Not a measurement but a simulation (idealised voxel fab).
process module | voxel capacitor over wiring
cross-section cut | 200 nm wide | cells 5 nm
A cross-section is a grid of square cells, given in bands from the top down. A band is one or more rows of cells.
Each band's line starts with the height of the band's top and of its bottom, in nm. Then come its materials from left to right, each with its width in nm. One material with "throughout" fills the band from edge to edge. "air" is empty space.
Height 0 is the level under which the wafer as received is all one material. The lowest band goes on downwards, as in "0 down".
A width such as "30 to 40" changes by the same amount from each row of cells to the next, from the band's top row to its bottom row.
"no change" after a step means that no cell of the cross-section changed.
closed voids: empty space of 8 cells or more with no open way to the top, each as width x height at its distance from the left edge, in nm
after a step's settings: what the simulator itself notes on the step
overlay nm, on a step with a mask: how far to the right of its planned place the mask lay; to the left if negative
plan
1 op RECEIVE | material Si
2 op CONFORMAL_DEP | material SiO2 | thk nm 15
3 op DIRECTIONAL_DEP | material TiN | thk nm 5
4 op DIRECTIONAL_DEP | material W | thk nm 25
5 op MASKED_ETCH | tone cover | mask id METAL_1 | width nm 20 | pitch nm 90 | etch materials W | depth nm 25 | overlay nm 0
6 op MASKED_ETCH | tone cover | mask id METAL_1 | width nm 20 | pitch nm 90 | etch materials TiN | depth nm 5 | overlay nm 0
7 op FILL_DEP | material SiO2 | thk nm 10
8 op CMP | height nm 45
9 op CONFORMAL_DEP | material SiCN | thk nm 5
10 op DIRECTIONAL_DEP | material SiO2 | thk nm 20
11 op DIRECTIONAL_DEP | material aC | thk nm 10
12 op PATTERN | tone open | mask id PLUG_1 | material resist | width nm 15 | thk nm 25 | overlay nm 0
13 op DIRECTIONAL_ETCH | etch materials aC | depth nm 10
14 op STRIP | etch materials resist
15 op DIRECTIONAL_ETCH | etch materials SiO2 | depth nm 20
16 op DIRECTIONAL_ETCH | etch materials SiCN | depth nm 5
17 op STRIP | etch materials aC
18 op CONFORMAL_DEP | material TiN | thk nm 5
19 op FILL_DEP | material W | thk nm 5
20 op CMP | height nm 70
21 op DIRECTIONAL_DEP | material TiN | thk nm 10
22 op DIRECTIONAL_DEP | material HfO2 | thk nm 5
23 op DIRECTIONAL_DEP | material TiN | thk nm 5
24 op DIRECTIONAL_DEP | material aC | thk nm 15
25 op PATTERN | tone cover | mask id UPPER_PLATE | material resist | width nm 75 | thk nm 30 | overlay nm 0
26 op DIRECTIONAL_ETCH | etch materials aC | depth nm 15
27 op STRIP | etch materials resist
28 op DIRECTIONAL_ETCH | etch materials TiN | depth nm 5
29 op DIRECTIONAL_ETCH | etch materials HfO2 | depth nm 5
30 op STRIP | etch materials aC
31 op PATTERN | tone cover | mask id LOWER_PLATE | material resist | width nm 85 | thk nm 20 | overlay nm 0
32 op DIRECTIONAL_ETCH | etch materials TiN | depth nm 10
33 op STRIP | etch materials resist
34 op FILL_DEP | material SiO2 | thk nm 20
35 op CMP | height nm 105
36 op DIRECTIONAL_DEP | material aC | thk nm 5
37 op PATTERN | tone open | mask id PLUG_2 | material resist | width nm 15 | thk nm 35 | overlay nm 0
38 op DIRECTIONAL_ETCH | etch materials aC | depth nm 15
39 op STRIP | etch materials resist
40 op DIRECTIONAL_ETCH | etch materials SiO2 | depth nm 15
41 op STRIP | etch materials aC
42 op CONFORMAL_DEP | material TiN | thk nm 5
43 op FILL_DEP | material Cu | thk nm 5
44 op CMP | height nm 105
45 op CONFORMAL_DEP | material SiN | thk nm 5
varied across the wafers: thk nm of step 36. The plan shows the first wafer's value. All wafers start alike
first wafer as received, after step 1
  0 down: Si throughout
  closed voids: none
first wafer at the end, after step 45
  110 to 105: SiN throughout
  105 to 95: SiO2 60 | TiN 5 | Cu 5 | TiN 5 | SiO2 125
  95 to 85: SiO2 60 to 50 | TiN 15 to 75 | SiO2 125 to 75
  85 to 80: SiO2 50 | HfO2 75 | SiO2 75
  80 to 70: SiO2 45 | TiN 85 | SiO2 70
  70 to 50: SiO2 50 | TiN 5 | W 5 | TiN 5 | SiO2 135
  50 to 45: SiCN 50 | TiN 15 | SiCN 135
  45 to 20: SiO2 45 | W 20 | SiO2 70 | W 20 | SiO2 45
  20 to 15: SiO2 45 | TiN 20 | SiO2 70 | TiN 20 | SiO2 45
  15 to 0: SiO2 throughout
  0 down: Si throughout
  closed voids: none
last wafer at the end
  110 to 105: SiN throughout
  105 to 90: SiO2 throughout
  90 to 85: SiO2 50 | TiN 75 | SiO2 75
  85 to 80: SiO2 50 | HfO2 75 | SiO2 75
  80 to 70: SiO2 45 | TiN 85 | SiO2 70
  70 to 50: SiO2 50 | TiN 5 | W 5 | TiN 5 | SiO2 135
  50 to 45: SiCN 50 | TiN 15 | SiCN 135
  45 to 20: SiO2 45 | W 20 | SiO2 70 | W 20 | SiO2 45
  20 to 15: SiO2 45 | TiN 20 | SiO2 70 | TiN 20 | SiO2 45
  15 to 0: SiO2 throughout
  0 down: Si throughout
  closed voids: none
each wafer at the end: cells of each material gained (+) or lost (-) since it was received, then its closed voids
thk nm 5 | +2 Cu | +15 HfO2 | +37 SiCN | +40 SiN | +667 SiO2 | +75 TiN | +44 W | closed voids: none
thk nm 10 | +2 Cu | +15 HfO2 | +37 SiCN | +40 SiN | +667 SiO2 | +75 TiN | +44 W | closed voids: none
thk nm 15 | +2 Cu | +15 HfO2 | +37 SiCN | +40 SiN | +667 SiO2 | +75 TiN | +44 W | closed voids: none
thk nm 20 | +15 HfO2 | +37 SiCN | +40 SiN | +676 SiO2 | +68 TiN | +44 W | closed voids: none
thk nm 25 | +15 HfO2 | +37 SiCN | +40 SiN | +676 SiO2 | +68 TiN | +44 W | closed voids: none
thk nm 30 | +15 HfO2 | +37 SiCN | +40 SiN | +676 SiO2 | +68 TiN | +44 W | closed voids: none
